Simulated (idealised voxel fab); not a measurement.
Herein follows the process module entitled voxel transistor to metal.
FYI the section here is cut, 185 nm wide, cells are 5 nm squares.
Cross-section spec: square-cell grid; bands listed top down; each band is one or more rows.
Quick guide to a band line: top height, bottom height (nm) up front; then every material left to right with its width in nm. Only one material and it's marked "throughout"? Then it fills the band edge to edge. And "empty" just means empty space.
Ref level 0: as-received wafer is one material below here. Bottom band extends down with no lower bound ("z 0 and below").
So if you see something like "30->40" for the width, read it as the top row of the band sitting at the first number and the bottom row at the second, with every row in between moving by the same amount as the last.
Where the words "nothing got changed" appear for a step, the cross-section shows no cell changed by that step; every cell remained as before.
Look at "Closed void list" for the closed voids: empty spaces with no open path to the top, sized 8 cells or up. Each is width x height at distance, distance from the left edge, all nm.
Text after the settings on a step's line: the simulator's own remark on that step.
For masked steps, "overlay nm" on the step line gives how far right of plan the mask actually lay; a minus sign means it lay to the left.
plan
- 1: RECEIVE (material Si)
- 2: CONFORMAL_DEP (material SiO2; thk nm 5)
- 3: CONFORMAL_DEP (material SiN; thk nm 15)
- 4: DIRECTIONAL_DEP (material aC; thk nm 10)
- 5: PATTERN (tone cover; mask id ACTIVE; material resist; width nm 105; thk nm 25; overlay nm 0)
- 6: DIRECTIONAL_ETCH (etch materials aC; depth nm 10)
- 7: STRIP (etch materials resist)
- 8: DIRECTIONAL_ETCH (etch materials SiN; depth nm 15)
- 9: DIRECTIONAL_ETCH (etch materials SiO2; depth nm 5)
- 10: DIRECTIONAL_ETCH (etch materials Si; depth nm 35)
- 11: STRIP (etch materials aC)
- 12: OXIDIZE (depth nm 5)
- 13: FILL_DEP (material SiO2; thk nm 5)
- 14: CMP (height nm 20)
- 15: SELECTIVE_ETCH (etch materials SiO2; depth nm 10)
- 16: STRIP (etch materials SiN)
- 17: SELECTIVE_ETCH (etch materials SiO2; depth nm 5)
- 18: OXIDIZE (depth nm 5)
- 19: DIRECTIONAL_DEP (material polySi; thk nm 25)
- 20: DIRECTIONAL_DEP (material SiCN; thk nm 10)
- 21: DIRECTIONAL_DEP (material aC; thk nm 15)
- 22: PATTERN (tone cover; mask id GATE; material resist; width nm 35; thk nm 35; overlay nm 0)
- 23: DIRECTIONAL_ETCH (etch materials aC; depth nm 15)
- 24: STRIP (etch materials resist)
- 25: DIRECTIONAL_ETCH (etch materials SiCN; depth nm 20)
- 26: DIRECTIONAL_ETCH (etch materials polySi; depth nm 35)
- 27: STRIP (etch materials aC)
- 28: CONFORMAL_DEP (material SiN; thk nm 10)
- 29: DIRECTIONAL_ETCH (etch materials SiN; depth nm 10)
- 30: DIRECTIONAL_ETCH (etch materials SiO2; depth nm 5)
- 31: DIRECTIONAL_ETCH (etch materials Si; depth nm 5)
- 32: EPI (material SiGe; thk nm 10)
- 33: FILL_DEP (material SiO2; thk nm 5)
- 34: CMP (height nm 25)
- 35: STRIP (etch materials polySi)
- 36: SELECTIVE_ETCH (etch materials SiO2; depth nm 5)
- 37: CONFORMAL_DEP (material HfO2; thk nm 5)
- 38: CONFORMAL_DEP (material TiN; thk nm 5)
- 39: FILL_DEP (material W; thk nm 5)
- 40: CMP (height nm 20)
- 41: DIRECTIONAL_DEP (material SiO2; thk nm 10)
- 42: DIRECTIONAL_DEP (material aC; thk nm 15)
- 43: PATTERN (tone open; mask id CONTACT; material resist; width nm 15; pitch nm 80; thk nm 30; overlay nm 0)
- 44: DIRECTIONAL_ETCH (etch materials aC; depth nm 15)
- 45: STRIP (etch materials resist)
- 46: DIRECTIONAL_ETCH (etch materials SiO2; depth nm 30)
- 47: STRIP (etch materials aC)
- 48: CONFORMAL_DEP (material TiN; thk nm 5)
- 49: FILL_DEP (material Ru; thk nm 5)
- 50: CMP (height nm 30)
- 51: DIRECTIONAL_DEP (material TiN; thk nm 5)
- 52: DIRECTIONAL_DEP (material W; thk nm 20)
- 53: PATTERN (tone cover; mask id METAL_1; material resist; width nm 15; pitch nm 80; thk nm 15; overlay nm 0)
- 54: DIRECTIONAL_ETCH (etch materials W; depth nm 20)
- 55: DIRECTIONAL_ETCH (etch materials TiN; depth nm 5)
- 56: STRIP (etch materials resist)
- 57: FILL_DEP (material SiO2; thk nm 10)
- 58: CMP (height nm 55)
- 59: CONFORMAL_DEP (material SiCN; thk nm 5)
- 60: DIRECTIONAL_DEP (material lowk; thk nm 30)
- 61: MASKED_ETCH (tone open; mask id METAL_2; width nm 15; pitch nm 80; etch materials lowk; depth nm 20; overlay nm 0)
- 62: MASKED_ETCH (tone open; mask id METAL_2_HOLES; width nm 15; pitch nm 80; etch materials lowk; depth nm 10; overlay nm 0)
- 63: MASKED_ETCH (tone open; mask id METAL_2_HOLES; width nm 15; pitch nm 80; etch materials SiCN; depth nm 5; overlay nm 0)
- 64: CONFORMAL_DEP (material TiN; thk nm 5)
- 65: FILL_DEP (material Cu; thk nm 10)
- 66: CMP (height nm 90)
- 67: CONFORMAL_DEP (material SiN; thk nm 5)
As-received state of the wafer in cross-section, equivalent to post-step 1
  z 0 and below | Si throughout
  Closed void list: none
Starting structure and process plan are as shown above, but one mistake was made in running the module; the wafer cross-section at the end of the module follows
  z 95 to 90 | SiN throughout
  z 90 to 85 | Cu throughout
  z 85 to 80 | 40 of Cu; 25 of TiN; 55 of Cu; 25 of TiN; 40 of Cu
  z 80 to 75 | 40 of Cu; 5 of TiN; 15 of lowk; 5 of TiN; 55 of Cu; 5 of TiN; 15 of lowk; 5 of TiN; 40 of Cu
  z 75 to 70 | 45 of TiN; 15 of lowk; 65 of TiN; 15 of lowk; 45 of TiN
  z 70 to 60 | lowk throughout
  z 60 to 55 | SiCN throughout
  z 55 to 35 | 45 of SiO2; 15 of W; 65 of SiO2; 15 of W; 45 of SiO2
  z 35 to 30 | 45 of SiO2; 15 of TiN; 65 of SiO2; 15 of TiN; 45 of SiO2
  z 30 to 20 | 45 of SiO2; 5 of TiN; 5 of Ru; 5 of TiN; 65 of SiO2; 5 of TiN; 5 of Ru; 5 of TiN; 45 of SiO2
  z 20 to 10 | 45 of SiO2; 5 of TiN; 5 of Ru; 5 of TiN; 5 of SiO2; 10 of SiN; 5 of HfO2; 5 of TiN; 15 of W; 5 of TiN; 5 of HfO2; 10 of SiN; 5 of SiO2; 5 of TiN; 5 of Ru; 5 of TiN; 45 of SiO2
  z 10 to 5 | 45 of SiO2; 15 of TiN; 5 of SiO2; 10 of SiN; 5 of HfO2; 5 of TiN; 15 of W; 5 of TiN; 5 of HfO2; 10 of SiN; 5 of SiO2; 15 of TiN; 45 of SiO2
  z 5 to 0 | 35 of SiO2; 10 of SiN; 10 of TiN; 10 of SiGe; 10 of SiN; 5 of HfO2; 25 of TiN; 5 of HfO2; 10 of SiN; 10 of SiGe; 10 of TiN; 10 of SiN; 35 of SiO2
  z 0 to -5 | 45 of SiO2; 20 of SiGe; 5 of SiO2; 45 of HfO2; 5 of SiO2; 20 of SiGe; 45 of SiO2
  z -5 to -10 | 45 of SiO2; 20 of SiGe; 55 of Si; 20 of SiGe; 45 of SiO2
  z -10 to -40 | 45 of SiO2; 95 of Si; 45 of SiO2
  z -40 and below | Si throughout
  Closed void list: none
Short version of what went wrong: step 61 was not run as planned; what actually ran was MASKED_ETCH (tone cover; mask id METAL_2; width nm 15; pitch nm 80; etch materials lowk; depth nm 20; overlay nm 0)
